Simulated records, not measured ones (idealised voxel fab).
process module | voxel capacitor over wiring
cross-section cut | 155 nm wide | cells 5 nm
A cross-section is a grid of square cells, given in bands from the top down. A band is one or more rows of cells.
Each band's line starts with the height of the band's top and of its bottom, in nm. Then come its materials from left to right, each with its width in nm. One material with "throughout" fills the band from edge to edge. "air" is empty space.
Height 0 is the level under which the wafer as received is all one material. The lowest band goes on downwards, as in "0 down".
A width such as "30 to 40" changes by the same amount from each row of cells to the next, from the band's top row to its bottom row.
"no change" after a step means that no cell of the cross-section changed.
closed voids: empty space of 8 cells or more with no open way to the top, each as width x height at its distance from the left edge, in nm
after a step's settings: what the simulator itself notes on the step
overlay nm, on a step with a mask: how far to the right of its planned place the mask lay; to the left if negative
plan
1 op RECEIVE | material Si
2 op CONFORMAL_DEP | material SiO2 | thk nm 10
3 op CONFORMAL_DEP | material SiN | thk nm 5
4 op DIRECTIONAL_DEP | material SiO2 | thk nm 25
5 op DIRECTIONAL_DEP | material aC | thk nm 10
6 op PATTERN | tone open | mask id METAL_1 | material resist | width nm 25 | pitch nm 80 | thk nm 25 | overlay nm 0
7 op DIRECTIONAL_ETCH | etch materials aC | depth nm 10
8 op STRIP | etch materials resist
9 op DIRECTIONAL_ETCH | etch materials SiO2 | depth nm 25
10 op DIRECTIONAL_ETCH | etch materials SiN | depth nm 5
11 op STRIP | etch materials aC
12 op CONFORMAL_DEP | material TiN | thk nm 5
13 op FILL_DEP | material Cu | thk nm 5
14 op CMP | height nm 40
15 op CONFORMAL_DEP | material SiCN | thk nm 5
16 op DIRECTIONAL_DEP | material lowk | thk nm 15
17 op DIRECTIONAL_DEP | material aC | thk nm 15
18 op PATTERN | tone open | mask id PLUG_1 | material resist | width nm 15 | thk nm 30 | overlay nm 0
19 op DIRECTIONAL_ETCH | etch materials aC | depth nm 15
20 op STRIP | etch materials resist
21 op DIRECTIONAL_ETCH | etch materials lowk | depth nm 15
22 op DIRECTIONAL_ETCH | etch materials SiCN | depth nm 5
23 op STRIP | etch materials aC
24 op EPI | material Ru | thk nm 10
25 op EPI | material Ru | thk nm 10
26 op DIRECTIONAL_DEP | material TiN | thk nm 5
27 op DIRECTIONAL_DEP | material Al2O3 | thk nm 5
28 op DIRECTIONAL_DEP | material TiN | thk nm 5
29 op PATTERN | tone cover | mask id UPPER_PLATE | material resist | width nm 60 | thk nm 15 | overlay nm 0
30 op DIRECTIONAL_ETCH | etch materials TiN | depth nm 5
31 op DIRECTIONAL_ETCH | etch materials Al2O3 | depth nm 5
32 op STRIP | etch materials resist
33 op MASKED_ETCH | tone cover | mask id LOWER_PLATE | width nm 70 | etch materials TiN | depth nm 5 | overlay nm -15
34 op FILL_DEP | material SiO2 | thk nm 15
35 op CMP | height nm 85
36 op PATTERN | tone open | mask id PLUG_2 | material resist | width nm 15 | thk nm 15 | overlay nm 0
37 op DIRECTIONAL_ETCH | etch materials SiO2 | depth nm 10
38 op STRIP | etch materials resist
39 op CONFORMAL_DEP | material TiN | thk nm 5
40 op FILL_DEP | material W | thk nm 5
41 op CMP | height nm 85
42 op CONFORMAL_DEP | material SiN | thk nm 5
varied across the wafers: overlay nm of step 33. The plan shows the first wafer's value. All wafers start alike
first wafer as received, after step 1
  0 down: Si throughout
  closed voids: none
each wafer at the end: cells of each material gained (+) or lost (-) since it was received, then its closed voids
overlay nm -15 | +12 Al2O3 | +30 Cu | +12 Ru | +28 SiCN | +52 SiN | +278 SiO2 | +61 TiN | +1 W | +84 lowk | closed voids: none
overlay nm -10 | +12 Al2O3 | +30 Cu | +12 Ru | +28 SiCN | +52 SiN | +278 SiO2 | +61 TiN | +1 W | +84 lowk | closed voids: none
overlay nm -5 | +12 Al2O3 | +30 Cu | +12 Ru | +28 SiCN | +52 SiN | +278 SiO2 | +61 TiN | +1 W | +84 lowk | closed voids: none
overlay nm 0 | +12 Al2O3 | +30 Cu | +12 Ru | +28 SiCN | +52 SiN | +278 SiO2 | +61 TiN | +1 W | +84 lowk | closed voids: none
overlay nm 5 | +12 Al2O3 | +30 Cu | +12 Ru | +28 SiCN | +52 SiN | +278 SiO2 | +61 TiN | +1 W | +84 lowk | closed voids: none
overlay nm 10 | +12 Al2O3 | +30 Cu | +12 Ru | +28 SiCN | +52 SiN | +278 SiO2 | +61 TiN | +1 W | +84 lowk | closed voids: none
overlay nm 15 | +12 Al2O3 | +30 Cu | +12 Ru | +28 SiCN | +52 SiN | +278 SiO2 | +61 TiN | +1 W | +84 lowk | closed voids: none
